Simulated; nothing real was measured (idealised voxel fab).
This is a process module. Its name is voxel released beams.
Xsec cut, 270 nm wide, square cell size 5 nm.
Just so we're on the same page, the cross-sections are grids of square cells, and they're listed out in bands top to bottom, each band one or more rows deep. Per band: top height and bottom height in nm, followed by the left-to-right materials and their widths in nm; "full width" marks a single material spanning edge to edge, "air" marks empty space. It should be noted that heights are counted from 0, beneath which the wafer as supplied is of one material throughout, and that the lowest band possesses no lower boundary but continues downward, as written in "0 down". Width "30..40": first value at the band's top row of cells, second value at its bottom row, equal change from row to row. Step marked "no alteration"? Then no cell in the cross-section changed in it. "Fully sealed voids": empty spaces of 8 cells or more with no open way to the top, each given as width x height at distance, distance from the left edge, all in nm. Anything after a step's settings on that line? It's the simulator's own note about the step. You can add "overlay nm" to a step's line. For a step with a mask, it describes how far the mask lay to the right of its planned position, and a negative number describes a lay to the left. What follows is a series of pairs. Each pair shows a cross-section before one process step and the cross-section after it, and the after view is drawn only down to the lowest band that changed. Beneath each pair is the step that lies between the two, with its settings. Pairs may come from different runs of this module on the same starting wafer, so a pair continues from the one above it only where its entry headed "Before this step" says so.
# Before this step
  0 down: Si full width
  Fully sealed voids: none
# Step Outcome
  5 to 0: SiN full width
  Everything below 0 is unchanged.
  Fully sealed voids: none
Which operation lies between the before and after views above? CONFORMAL_DEP [material SiN] [thk nm 5]
Before this step: check the pair just above; its after cross-section is our before state.
# Step Outcome
  15 to 5: SiO2 full width
  Everything below 5 is unchanged.
  Fully sealed voids: none
Which operation lies between the before and after views above? DIRECTIONAL_DEP [material SiO2] [thk nm 10]
Before this step: check the pair just above; its after cross-section is our before state.
# Step Outcome
  15 to 5: SiO2 (85), air (35), SiO2 (150)
  Everything below 5 is unchanged.
  Fully sealed voids: none
Which operation lies between the before and after views above? MASKED_ETCH [tone open] [mask id ANCHOR] [width nm 35] [etch materials SiO2] [depth nm 10] [overlay nm 0]
Before this step: check the pair just above; its after cross-section is our before state.
# Step Outcome
  25 to 15: polySi (95), air (15), polySi (160)
  15 to 5: SiO2 (85), polySi (35), SiO2 (150)
  Everything below 5 is unchanged.
  Fully sealed voids: none
Which operation lies between the before and after views above? CONFORMAL_DEP [material polySi] [thk nm 10]
Before this step: check the pair just above; its after cross-section is our before state.
# Step Outcome
  40 to 30: aC (95), air (15), aC (160)
  30 to 25: aC full width
  25 to 15: polySi (95), aC (15), polySi (160)
  Everything below 15 is unchanged.
  Fully sealed voids: none
Which operation lies between the before and after views above? DIRECTIONAL_DEP [material aC] [thk nm 15]
Before this step: check the pair just above; its after cross-section is our before state.
# Step Outcome
  70 to 40: air (80), resist (100), air (90)
  40 to 30: aC (95), resist (15), aC (160)
  Everything below 30 is unchanged.
  Fully sealed voids: none
Which operation lies between the before and after views above? PATTERN [tone cover] [mask id BEAM] [material resist] [width nm 100] [thk nm 30] [overlay nm 0]
Before this step: check the pair just above; its after cross-section is our before state.
# Step Outcome
  55 to 40: air (80), resist (100), air (90)
  40 to 30: air (80), aC (15), resist (15), aC (70), air (90)
  30 to 25: air (80), aC (100), air (90)
  Everything below 25 is unchanged.
  Fully sealed voids: none
Which operation lies between the before and after views above? DIRECTIONAL_ETCH [etch materials aC] [depth nm 15]
Before this step: check the pair just above; its after cross-section is our before state.
# Step Outcome
  40 to 30: air (80), aC (15), air (15), aC (70), air (90)
  Everything below 30 is unchanged.
  Fully sealed voids: none
Which operation lies between the before and after views above? STRIP [etch materials resist]
Before this step: check the pair just above; its after cross-section is our before state.
# Step Outcome
  40 to 30: air (80), aC (15), air (15), aC (70), air (90)
  30 to 25: air (80), aC (100), air (90)
  25 to 15: air (80), polySi (15), aC (15), polySi (70), air (90)
  Everything below 15 is unchanged.
  Fully sealed voids: none
Which operation lies between the before and after views above? DIRECTIONAL_ETCH [etch materials polySi] [depth nm 10]
Before this step: check the pair just above; its after cross-section is our before state.
# Step Outcome
  25 to 15: air (80), polySi (15), air (15), polySi (70), air (90)
  Everything below 15 is unchanged.
  Fully sealed voids: none
Which operation lies between the before and after views above? STRIP [etch materials aC]
Before this step: check the pair just above; its after cross-section is our before state.
# Step Outcome
  25 to 15: air (80), polySi (15), air (15), polySi (70), air (90)
  15 to 5: air (85), polySi (35), air (150)
  Everything below 5 is unchanged.
  Fully sealed voids: none
Which operation lies between the before and after views above? STRIP [etch materials SiO2]
# Before this step
  5 to 0: SiN full width
  0 down: Si full width
  Fully sealed voids: none
# Step Outcome
  15 to 5: polySi full width
  Everything below 5 is unchanged.
  Fully sealed voids: none
Which operation lies between the before and after views above? CONFORMAL_DEP [material polySi] [thk nm 10]
Before this step: check the pair just above; its after cross-section is our before state.
# Step Outcome
  30 to 15: aC full width
  Everything below 15 is unchanged.
  Fully sealed voids: none
Which operation lies between the before and after views above? DIRECTIONAL_DEP [material aC] [thk nm 15]
Before this step: check the pair just above; its after cross-section is our before state.
# Step Outcome
  60 to 30: air (80), resist (100), air (90)
  Everything below 30 is unchanged.
  Fully sealed voids: none
Which operation lies between the before and after views above? PATTERN [tone cover] [mask id BEAM] [material resist] [width nm 100] [thk nm 30] [overlay nm 0]
Before this step: check the pair just above; its after cross-section is our before state.
# Step Outcome
  45 to 30: air (80), resist (100), air (90)
  30 to 15: air (80), aC (100), air (90)
  Everything below 15 is unchanged.
  Fully sealed voids: none
Which operation lies between the before and after views above? DIRECTIONAL_ETCH [etch materials aC] [depth nm 15]
Before this step: check the pair just above; its after cross-section is our before state.
# Step Outcome
  30 to 15: air (80), aC (100), air (90)
  Everything below 15 is unchanged.
  Fully sealed voids: none
Which operation lies between the before and after views above? STRIP [etch materials resist]
Before this step: check the pair just above; its after cross-section is our before state.
# Step Outcome
  30 to 15: air (80), aC (100), air (90)
  15 to 5: air (80), polySi (100), air (90)
  Everything below 5 is unchanged.
  Fully sealed voids: none
Which operation lies between the before and after views above? DIRECTIONAL_ETCH [etch materials polySi] [depth nm 10]
Before this step: check the pair just above; its after cross-section is our before state.
# Step Outcome
  15 to 5: air (80), polySi (100), air (90)
  Everything below 5 is unchanged.
  Fully sealed voids: none
Which operation lies between the before and after views above? STRIP [etch materials aC]
# Before this step
  0 down: Si full width
  Fully sealed voids: none
# Step Outcome
  10 to 0: SiO2 full width
  Everything below 0 is unchanged.
  Fully sealed voids: none
Which operation lies between the before and after views above? DIRECTIONAL_DEP [material SiO2] [thk nm 10]
Before this step: check the pair just above; its after cross-section is our before state.
# Step Outcome
  15 to 10: SiN full width
  Everything below 10 is unchanged.
  Fully sealed voids: none
Which operation lies between the before and after views above? CONFORMAL_DEP [material SiN] [thk nm 5]
Before this step: check the pair just above; its after cross-section is our before state.
# Step Outcome
  25 to 15: polySi full width
  Everything below 15 is unchanged.
  Fully sealed voids: none
Which operation lies between the before and after views above? CONFORMAL_DEP [material polySi] [thk nm 10]
Before this step: check the pair just above; its after cross-section is our before state.
# Step Outcome
  40 to 25: aC full width
  Everything below 25 is unchanged.
  Fully sealed voids: none
Which operation lies between the before and after views above? DIRECTIONAL_DEP [material aC] [thk nm 15]
Before this step: check the pair just above; its after cross-section is our before state.
# Step Outcome
  70 to 40: air (80), resist (100), air (90)
  Everything below 40 is unchanged.
  Fully sealed voids: none
Which operation lies between the before and after views above? PATTERN [tone cover] [mask id BEAM] [material resist] [width nm 100] [thk nm 30] [overlay nm 0]
Before this step: check the pair just above; its after cross-section is our before state.
# Step Outcome
  55 to 40: air (80), resist (100), air (90)
  40 to 25: air (80), aC (100), air (90)
  Everything below 25 is unchanged.
  Fully sealed voids: none
Which operation lies between the before and after views above? DIRECTIONAL_ETCH [etch materials aC] [depth nm 15]
Before this step: check the pair just above; its after cross-section is our before state.
# Step Outcome
  40 to 25: air (80), aC (100), air (90)
  Everything below 25 is unchanged.
  Fully sealed voids: none
Which operation lies between the before and after views above? STRIP [etch materials resist]
Before this step: check the pair just above; its after cross-section is our before state.
# Step Outcome
  40 to 25: air (80), aC (100), air (90)
  25 to 15: air (80), polySi (100), air (90)
  Everything below 15 is unchanged.
  Fully sealed voids: none
Which operation lies between the before and after views above? DIRECTIONAL_ETCH [etch materials polySi] [depth nm 10]
Before this step: check the pair just above; its after cross-section is our before state.
# Step Outcome
  25 to 15: air (80), polySi (100), air (90)
  Everything below 15 is unchanged.
  Fully sealed voids: none
Which operation lies between the before and after views above? STRIP [etch materials aC]
# Before this step
  15 to 5: SiO2 (85), air (35), SiO2 (150)
  5 to 0: SiN full width
  0 down: Si full width
  Fully sealed voids: none
# Step Outcome
  20 to 15: polySi (90), air (25), polySi (155)
  15 to 10: SiO2 (85), polySi (5), air (25), polySi (5), SiO2 (150)
  10 to 5: SiO2 (85), polySi (35), SiO2 (150)
  Everything below 5 is unchanged.
  Fully sealed voids: none
Which operation lies between the before and after views above? CONFORMAL_DEP [material polySi] [thk nm 5]
Before this step: check the pair just above; its after cross-section is our before state.
# Step Outcome
  35 to 25: aC (90), air (25), aC (155)
  25 to 20: aC full width
  20 to 15: polySi (90), aC (25), polySi (155)
  15 to 10: SiO2 (85), polySi (5), aC (25), polySi (5), SiO2 (150)
  Everything below 10 is unchanged.
  Fully sealed voids: none
Which operation lies between the before and after views above? DIRECTIONAL_DEP [material aC] [thk nm 15]
Before this step: check the pair just above; its after cross-section is our before state.
# Step Outcome
  65 to 35: air (80), resist (100), air (90)
  35 to 25: aC (90), resist (25), aC (155)
  Everything below 25 is unchanged.
  Fully sealed voids: none
Which operation lies between the before and after views above? PATTERN [tone cover] [mask id BEAM] [material resist] [width nm 100] [thk nm 30] [overlay nm 0]
Before this step: check the pair just above; its after cross-section is our before state.
# Step Outcome
  50 to 35: air (80), resist (100), air (90)
  35 to 25: air (80), aC (10), resist (25), aC (65), air (90)
  25 to 20: air (80), aC (100), air (90)
  Everything below 20 is unchanged.
  Fully sealed voids: none
Which operation lies between the before and after views above? DIRECTIONAL_ETCH [etch materials aC] [depth nm 15]
Before this step: check the pair just above; its after cross-section is our before state.
# Step Outcome
  35 to 25: air (80), aC (10), air (25), aC (65), air (90)
  Everything below 25 is unchanged.
  Fully sealed voids: none
Which operation lies between the before and after views above? STRIP [etch materials resist]
Before this step: check the pair just above; its after cross-section is our before state.
# Step Outcome
  35 to 25: air (80), aC (10), air (25), aC (65), air (90)
  25 to 20: air (80), aC (100), air (90)
  20 to 15: air (80), polySi (10), aC (25), polySi (65), air (90)
  Everything below 15 is unchanged.
  Fully sealed voids: none
Which operation lies between the before and after views above? DIRECTIONAL_ETCH [etch materials polySi] [depth nm 10]
Before this step: check the pair just above; its after cross-section is our before state.
# Step Outcome
  20 to 15: air (80), polySi (10), air (25), polySi (65), air (90)
  15 to 10: SiO2 (85), polySi (5), air (25), polySi (5), SiO2 (150)
  Everything below 10 is unchanged.
  Fully sealed voids: none
Which operation lies between the before and after views above? STRIP [etch materials aC]
Before this step: check the pair just above; its after cross-section is our before state.
# Step Outcome
  20 to 10: air (80..85), polySi (10..5), air (25), polySi (65..5), air (90..150)
  10 to 5: air (85), polySi (35), air (150)
  Everything below 5 is unchanged.
  Fully sealed voids: none
Which operation lies between the before and after views above? STRIP [etch materials SiO2]
# Before this step
  15 to 5: SiO2 full width
  5 to 0: SiN full width
  0 down: Si full width
  Fully sealed voids: none
# Step Outcome
  15 to 5: SiO2 (90), air (25), SiO2 (155)
  Everything below 5 is unchanged.
  Fully sealed voids: none
Which operation lies between the before and after views above? MASKED_ETCH [tone open] [mask id ANCHOR] [width nm 25] [etch materials SiO2] [depth nm 10] [overlay nm 0]
Before this step: check the pair just above; its after cross-section is our before state.
# Step Outcome
  25 to 15: polySi (100), air (5), polySi (165)
  15 to 5: SiO2 (90), polySi (25), SiO2 (155)
  Everything below 5 is unchanged.
  Fully sealed voids: none
Which operation lies between the before and after views above? CONFORMAL_DEP [material polySi] [thk nm 10]
Before this step: check the pair just above; its after cross-section is our before state.
# Step Outcome
  40 to 30: aC (100), air (5), aC (165)
  30 to 25: aC full width
  25 to 15: polySi (100), aC (5), polySi (165)
  Everything below 15 is unchanged.
  Fully sealed voids: none
Which operation lies between the before and after views above? DIRECTIONAL_DEP [material aC] [thk nm 15]
Before this step: check the pair just above; its after cross-section is our before state.
# Step Outcome
  70 to 40: air (80), resist (100), air (90)
  40 to 30: aC (100), resist (5), aC (165)
  Everything below 30 is unchanged.
  Fully sealed voids: none
Which operation lies between the before and after views above? PATTERN [tone cover] [mask id BEAM] [material resist] [width nm 100] [thk nm 30] [overlay nm 0]
Before this step: check the pair just above; its after cross-section is our before state.
# Step Outcome
  55 to 40: air (80), resist (100), air (90)
  40 to 30: air (80), aC (20), resist (5), aC (75), air (90)
  30 to 25: air (80), aC (100), air (90)
  Everything below 25 is unchanged.
  Fully sealed voids: none
Which operation lies between the before and after views above? DIRECTIONAL_ETCH [etch materials aC] [depth nm 15]
Before this step: check the pair just above; its after cross-section is our before state.
# Step Outcome
  40 to 30: air (80), aC (20), air (5), aC (75), air (90)
  Everything below 30 is unchanged.
  Fully sealed voids: none
Which operation lies between the before and after views above? STRIP [etch materials resist]
Before this step: check the pair just above; its after cross-section is our before state.
# Step Outcome
  40 to 30: air (80), aC (20), air (5), aC (75), air (90)
  30 to 25: air (80), aC (100), air (90)
  25 to 15: air (80), polySi (20), aC (5), polySi (75), air (90)
  Everything below 15 is unchanged.
  Fully sealed voids: none
Which operation lies between the before and after views above? DIRECTIONAL_ETCH [etch materials polySi] [depth nm 10]
Before this step: check the pair just above; its after cross-section is our before state.
# Step Outcome
  25 to 15: air (80), polySi (20), air (5), polySi (75), air (90)
  Everything below 15 is unchanged.
  Fully sealed voids: none
Which operation lies between the before and after views above? STRIP [etch materials aC]
Before this step: check the pair just above; its after cross-section is our before state.
# Step Outcome
  25 to 15: air (80), polySi (20), air (5), polySi (75), air (90)
  15 to 5: air (90), polySi (25), air (155)
  Everything below 5 is unchanged.
  Fully sealed voids: none
Which operation lies between the before and after views above? STRIP [etch materials SiO2]
# Before this step
  40 to 30: aC (95), air (15), aC (160)
  30 to 25: aC full width
  25 to 15: polySi (95), aC (15), polySi (160)
  15 to 5: SiO2 (85), polySi (35), SiO2 (150)
  5 to 0: SiN full width
  0 down: Si full width
  Fully sealed voids: none
# Step Outcome
  70 to 40: air (85), resist (100), air (85)
  40 to 30: aC (95), resist (15), aC (160)
  Everything below 30 is unchanged.
  Fully sealed voids: none
Which operation lies between the before and after views above? PATTERN [tone cover] [mask id BEAM] [material resist] [width nm 100] [thk nm 30] [overlay nm 5]
Before this step: check the pair just above; its after cross-section is our before state.
# Step Outcome
  55 to 40: air (85), resist (100), air (85)
  40 to 30: air (85), aC (10), resist (15), aC (75), air (85)
  30 to 25: air (85), aC (100), air (85)
  Everything below 25 is unchanged.
  Fully sealed voids: none
Which operation lies between the before and after views above? DIRECTIONAL_ETCH [etch materials aC] [depth nm 15]
Before this step: check the pair just above; its after cross-section is our before state.
# Step Outcome
  40 to 30: air (85), aC (10), air (15), aC (75), air (85)
  Everything below 30 is unchanged.
  Fully sealed voids: none
Which operation lies between the before and after views above? STRIP [etch materials resist]
Before this step: check the pair just above; its after cross-section is our before state.
# Step Outcome
  40 to 30: air (85), aC (10), air (15), aC (75), air (85)
  30 to 25: air (85), aC (100), air (85)
  25 to 15: air (85), polySi (10), aC (15), polySi (75), air (85)
  Everything below 15 is unchanged.
  Fully sealed voids: none
Which operation lies between the before and after views above? DIRECTIONAL_ETCH [etch materials polySi] [depth nm 10]
Before this step: check the pair just above; its after cross-section is our before state.
# Step Outcome
  25 to 15: air (85), polySi (10), air (15), polySi (75), air (85)
  Everything below 15 is unchanged.
  Fully sealed voids: none
Which operation lies between the before and after views above? STRIP [etch materials aC]
Before this step: check the pair just above; its after cross-section is our before state.
# Step Outcome
  25 to 15: air (85), polySi (10), air (15), polySi (75), air (85)
  15 to 5: air (85), polySi (35), air (150)
  Everything below 5 is unchanged.
  Fully sealed voids: none
Which operation lies between the before and after views above? STRIP [etch materials SiO2]
# Before this step
  15 to 5: SiO2 (85), air (35), SiO2 (150)
  5 to 0: SiN full width
  0 down: Si full width
  Fully sealed voids: none
# Step Outcome
  25 to 15: SiN (95), air (15), SiN (160)
  15 to 5: SiO2 (85), SiN (35), SiO2 (150)
  Everything below 5 is unchanged.
  Fully sealed voids: none
Which operation lies between the before and after views above? CONFORMAL_DEP [material SiN] [thk nm 10]
Before this step: check the pair just above; its after cross-section is our before state.
# Step Outcome
  40 to 30: aC (95), air (15), aC (160)
  30 to 25: aC full width
  25 to 15: SiN (95), aC (15), SiN (160)
  Everything below 15 is unchanged.
  Fully sealed voids: none
Which operation lies between the before and after views above? DIRECTIONAL_DEP [material aC] [thk nm 15]
Before this step: check the pair just above; its after cross-section is our before state.
# Step Outcome
  70 to 40: air (80), resist (100), air (90)
  40 to 30: aC (95), resist (15), aC (160)
  Everything below 30 is unchanged.
  Fully sealed voids: none
Which operation lies between the before and after views above? PATTERN [tone cover] [mask id BEAM] [material resist] [width nm 100] [thk nm 30] [overlay nm 0]
Before this step: check the pair just above; its after cross-section is our before state.
# Step Outcome
  55 to 40: air (80), resist (100), air (90)
  40 to 30: air (80), aC (15), resist (15), aC (70), air (90)
  30 to 25: air (80), aC (100), air (90)
  Everything below 25 is unchanged.
  Fully sealed voids: none
Which operation lies between the before and after views above? DIRECTIONAL_ETCH [etch materials aC] [depth nm 15]
Before this step: check the pair just above; its after cross-section is our before state.
# Step Outcome
  40 to 30: air (80), aC (15), air (15), aC (70), air (90)
  Everything below 30 is unchanged.
  Fully sealed voids: none
Which operation lies between the before and after views above? STRIP [etch materials resist]
Before this step: check the pair just above; its after cross-section is our before state.
# Step Outcome
  25 to 15: SiN (95), air (15), SiN (160)
  Everything below 15 is unchanged.
  Fully sealed voids: none
Which operation lies between the before and after views above? STRIP [etch materials aC]
# Before this step
  15 to 5: SiO2 full width
  5 to 0: SiN full width
  0 down: Si full width
  Fully sealed voids: none
# Step Outcome
  15 to 5: air (85), SiO2 (35), air (150)
  Everything below 5 is unchanged.
  Fully sealed voids: none
Which operation lies between the before and after views above? MASKED_ETCH [tone cover] [mask id ANCHOR] [width nm 35] [etch materials SiO2] [depth nm 10] [overlay nm 0]
Before this step: check the pair just above; its after cross-section is our before state.
# Step Outcome
  25 to 15: air (75), polySi (55), air (140)
  15 to 5: polySi (85), SiO2 (35), polySi (150)
  Everything below 5 is unchanged.
  Fully sealed voids: none
Which operation lies between the before and after views above? CONFORMAL_DEP [material polySi] [thk nm 10]
Before this step: check the pair just above; its after cross-section is our before state.
# Step Outcome
  40 to 30: air (75), aC (55), air (140)
  30 to 25: aC full width
  25 to 15: aC (75), polySi (55), aC (140)
  Everything below 15 is unchanged.
  Fully sealed voids: none
Which operation lies between the before and after views above? DIRECTIONAL_DEP [material aC] [thk nm 15]
Before this step: check the pair just above; its after cross-section is our before state.
# Step Outcome
  70 to 40: air (80), resist (100), air (90)
  40 to 30: air (75), aC (55), resist (50), air (90)
  Everything below 30 is unchanged.
  Fully sealed voids: none
Which operation lies between the before and after views above? PATTERN [tone cover] [mask id BEAM] [material resist] [width nm 100] [thk nm 30] [overlay nm 0]
Before this step: check the pair just above; its after cross-section is our before state.
# Step Outcome
  55 to 40: air (80), resist (100), air (90)
  40 to 30: air (80), aC (50), resist (50), air (90)
  30 to 25: air (80), aC (100), air (90)
  25 to 15: air (75), polySi (55), aC (50), air (90)
  Everything below 15 is unchanged.
  Fully sealed voids: none
Which operation lies between the before and after views above? DIRECTIONAL_ETCH [etch materials aC] [depth nm 15]
Before this step: check the pair just above; its after cross-section is our before state.
# Step Outcome
  40 to 30: air (80), aC (50), air (140)
  Everything below 30 is unchanged.
  Fully sealed voids: none
Which operation lies between the before and after views above? STRIP [etch materials resist]
Before this step: check the pair just above; its after cross-section is our before state.
# Step Outcome
  40 to 30: air (80), aC (50), air (140)
  30 to 25: air (80), aC (100), air (90)
  25 to 15: air (80), polySi (50), aC (50), air (90)
  15 to 5: air (75), polySi (10), SiO2 (35), polySi (60), air (90)
  Everything below 5 is unchanged.
  Fully sealed voids: none
Which operation lies between the before and after views above? DIRECTIONAL_ETCH [etch materials polySi] [depth nm 10]
Before this step: check the pair just above; its after cross-section is our before state.
# Step Outcome
  25 to 15: air (80), polySi (50), air (140)
  Everything below 15 is unchanged.
  Fully sealed voids: none
Which operation lies between the before and after views above? STRIP [etch materials aC]
